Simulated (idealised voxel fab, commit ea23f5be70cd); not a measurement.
process module | voxel quadruple lines
cross-section cut | 300 nm wide | cells 5 nm
A cross-section is a grid of square cells, given in bands from the top down. A band is one or more rows of cells.
Each band's line starts with the height of the band's top and of its bottom, in nm. Then come its materials from left to right, each with its width in nm. One material with "throughout" fills the band from edge to edge. "air" is empty space.
Height 0 is the level under which the wafer as received is all one material. The lowest band goes on downwards, as in "0 down".
A width such as "30 to 40" changes by the same amount from each row of cells to the next, from the band's top row to its bottom row.
"no change" after a step means that no cell of the cross-section changed.
closed voids: empty space of 8 cells or more with no open way to the top, each as width x height at its distance from the left edge, in nm
after a step's settings: what the simulator itself notes on the step
overlay nm, on a step with a mask: how far to the right of its planned place the mask lay; to the left if negative
plan
1 op RECEIVE | material Si
2 op CONFORMAL_DEP | material Al2O3 | thk nm 5
3 op DIRECTIONAL_DEP | material W | thk nm 15
4 op DIRECTIONAL_DEP | material polySi | thk nm 20
5 op DIRECTIONAL_DEP | material aC | thk nm 25
6 op PATTERN | tone cover | mask id MANDREL | material resist | width nm 25 | pitch nm 80 | thk nm 35 | overlay nm 0
7 op DIRECTIONAL_ETCH | etch materials aC | depth nm 25
8 op STRIP | etch materials resist
9 op CONFORMAL_DEP | material SiO2 | thk nm 15
10 op DIRECTIONAL_ETCH | etch materials SiO2 | depth nm 15
11 op STRIP | etch materials aC
12 op DIRECTIONAL_ETCH | etch materials polySi | depth nm 20
13 op STRIP | etch materials SiO2
14 op CONFORMAL_DEP | material SiCN | thk nm 5
15 op DIRECTIONAL_ETCH | etch materials SiCN | depth nm 5
16 op STRIP | etch materials polySi
17 op DIRECTIONAL_ETCH | etch materials W | depth nm 15
18 op STRIP | etch materials SiCN
19 op FILL_DEP | material SiO2 | thk nm 10
20 op CMP | height nm 20
first wafer, as planned
as received, after step 1
  0 down: Si throughout
  closed voids: none
after step 2
  5 to 0: Al2O3 throughout
  below 0: unchanged
after step 3
  20 to 5: W throughout
  below 5: unchanged
after step 4
  40 to 20: polySi throughout
  below 20: unchanged
after step 5
  65 to 40: aC throughout
  below 40: unchanged
after step 6
  100 to 65: air 95 | resist 25 | air 55 | resist 25 | air 100
  below 65: unchanged
after step 7
  75 to 65: air 95 | resist 25 | air 55 | resist 25 | air 100
  65 to 40: air 95 | aC 25 | air 55 | aC 25 | air 100
  below 40: unchanged
after step 8
  65 to 40: air 95 | aC 25 | air 55 | aC 25 | air 100
  below 40: unchanged
after step 9
  80 to 65: air 80 | SiO2 55 | air 25 | SiO2 55 | air 85
  65 to 55: air 80 | SiO2 15 | aC 25 | SiO2 15 | air 25 | SiO2 15 | aC 25 | SiO2 15 | air 85
  55 to 40: SiO2 95 | aC 25 | SiO2 55 | aC 25 | SiO2 100
  below 40: unchanged
after step 10
  65 to 40: air 80 | SiO2 15 | aC 25 | SiO2 15 | air 25 | SiO2 15 | aC 25 | SiO2 15 | air 85
  below 40: unchanged
after step 11
  65 to 40: air 80 | SiO2 15 | air 25 | SiO2 15 | air 25 | SiO2 15 | air 25 | SiO2 15 | air 85
  below 40: unchanged
after step 12
  65 to 40: air 80 | SiO2 15 | air 25 | SiO2 15 | air 25 | SiO2 15 | air 25 | SiO2 15 | air 85
  40 to 20: air 80 | polySi 15 | air 25 | polySi 15 | air 25 | polySi 15 | air 25 | polySi 15 | air 85
  below 20: unchanged
after step 13
  40 to 20: air 80 | polySi 15 | air 25 | polySi 15 | air 25 | polySi 15 | air 25 | polySi 15 | air 85
  below 20: unchanged
after step 14
  45 to 40: air 75 | SiCN 25 | air 15 | SiCN 25 | air 15 | SiCN 25 | air 15 | SiCN 25 | air 80
  40 to 25: air 75 | SiCN 5 | polySi 15 | SiCN 5 | air 15 | SiCN 5 | polySi 15 | SiCN 5 | air 15 | SiCN 5 | polySi 15 | SiCN 5 | air 15 | SiCN 5 | polySi 15 | SiCN 5 | air 80
  25 to 20: SiCN 80 | polySi 15 | SiCN 25 | polySi 15 | SiCN 25 | polySi 15 | SiCN 25 | polySi 15 | SiCN 85
  below 20: unchanged
after step 15
  40 to 20: air 75 | SiCN 5 | polySi 15 | SiCN 5 | air 15 | SiCN 5 | polySi 15 | SiCN 5 | air 15 | SiCN 5 | polySi 15 | SiCN 5 | air 15 | SiCN 5 | polySi 15 | SiCN 5 | air 80
  below 20: unchanged
after step 16
  40 to 20: air 75 | SiCN 5 | air 15 | SiCN 5 | air 15 | SiCN 5 | air 15 | SiCN 5 | air 15 | SiCN 5 | air 15 | SiCN 5 | air 15 | SiCN 5 | air 15 | SiCN 5 | air 80
  below 20: unchanged
after step 17
  40 to 20: air 75 | SiCN 5 | air 15 | SiCN 5 | air 15 | SiCN 5 | air 15 | SiCN 5 | air 15 | SiCN 5 | air 15 | SiCN 5 | air 15 | SiCN 5 | air 15 | SiCN 5 | air 80
  20 to 5: air 75 | W 5 | air 15 | W 5 | air 15 | W 5 | air 15 | W 5 | air 15 | W 5 | air 15 | W 5 | air 15 | W 5 | air 15 | W 5 | air 80
  below 5: unchanged
after step 18
  20 to 5: air 75 | W 5 | air 15 | W 5 | air 15 | W 5 | air 15 | W 5 | air 15 | W 5 | air 15 | W 5 | air 15 | W 5 | air 15 | W 5 | air 80
  below 5: unchanged
after step 19
  30 to 20: SiO2 throughout
  20 to 5: SiO2 75 | W 5 | SiO2 15 | W 5 | SiO2 15 | W 5 | SiO2 15 | W 5 | SiO2 15 | W 5 | SiO2 15 | W 5 | SiO2 15 | W 5 | SiO2 15 | W 5 | SiO2 80
  below 5: unchanged
after step 20
  20 to 5: SiO2 75 | W 5 | SiO2 15 | W 5 | SiO2 15 | W 5 | SiO2 15 | W 5 | SiO2 15 | W 5 | SiO2 15 | W 5 | SiO2 15 | W 5 | SiO2 15 | W 5 | SiO2 80
  below 5: unchanged
second wafer: like start, like plan, one mistake. Through step 5 it matches the first wafer
when step 6 should have ended
  100 to 65: resist 95 | air 25 | resist 55 | air 25 | resist 100
  below 65: unchanged
when step 7 should have ended
  75 to 65: resist 95 | air 25 | resist 55 | air 25 | resist 100
  65 to 40: aC 95 | air 25 | aC 55 | air 25 | aC 100
  below 40: unchanged
when step 8 should have ended
  65 to 40: aC 95 | air 25 | aC 55 | air 25 | aC 100
  below 40: unchanged
when step 9 should have ended
  80 to 65: SiO2 throughout
  65 to 40: aC 95 | SiO2 25 | aC 55 | SiO2 25 | aC 100
  below 40: unchanged
when step 10 should have ended
  65 to 40: aC 95 | SiO2 25 | aC 55 | SiO2 25 | aC 100
  below 40: unchanged
when step 11 should have ended
  65 to 40: air 95 | SiO2 25 | air 55 | SiO2 25 | air 100
  below 40: unchanged
when step 12 should have ended
  65 to 40: air 95 | SiO2 25 | air 55 | SiO2 25 | air 100
  40 to 20: air 95 | polySi 25 | air 55 | polySi 25 | air 100
  below 20: unchanged
when step 13 should have ended
  40 to 20: air 95 | polySi 25 | air 55 | polySi 25 | air 100
  below 20: unchanged
when step 14 should have ended
  45 to 40: air 90 | SiCN 35 | air 45 | SiCN 35 | air 95
  40 to 25: air 90 | SiCN 5 | polySi 25 | SiCN 5 | air 45 | SiCN 5 | polySi 25 | SiCN 5 | air 95
  25 to 20: SiCN 95 | polySi 25 | SiCN 55 | polySi 25 | SiCN 100
  below 20: unchanged
when step 15 should have ended
  40 to 20: air 90 | SiCN 5 | polySi 25 | SiCN 5 | air 45 | SiCN 5 | polySi 25 | SiCN 5 | air 95
  below 20: unchanged
when step 16 should have ended
  40 to 20: air 90 | SiCN 5 | air 25 | SiCN 5 | air 45 | SiCN 5 | air 25 | SiCN 5 | air 95
  below 20: unchanged
when step 17 should have ended
  40 to 20: air 90 | SiCN 5 | air 25 | SiCN 5 | air 45 | SiCN 5 | air 25 | SiCN 5 | air 95
  20 to 5: air 90 | W 5 | air 25 | W 5 | air 45 | W 5 | air 25 | W 5 | air 95
  below 5: unchanged
when step 18 should have ended
  20 to 5: air 90 | W 5 | air 25 | W 5 | air 45 | W 5 | air 25 | W 5 | air 95
  below 5: unchanged
when step 19 should have ended
  30 to 20: SiO2 throughout
  20 to 5: SiO2 90 | W 5 | SiO2 25 | W 5 | SiO2 45 | W 5 | SiO2 25 | W 5 | SiO2 95
  below 5: unchanged
when step 20 should have ended
  20 to 5: SiO2 90 | W 5 | SiO2 25 | W 5 | SiO2 45 | W 5 | SiO2 25 | W 5 | SiO2 95
  below 5: unchanged
what went wrong: step 6 ran as: op PATTERN | tone open | mask id MANDREL | material resist | width nm 25 | pitch nm 80 | thk nm 35 | overlay nm 0
at the end the second wafer has, in cells: 12 more of SiO2 | 12 fewer of W
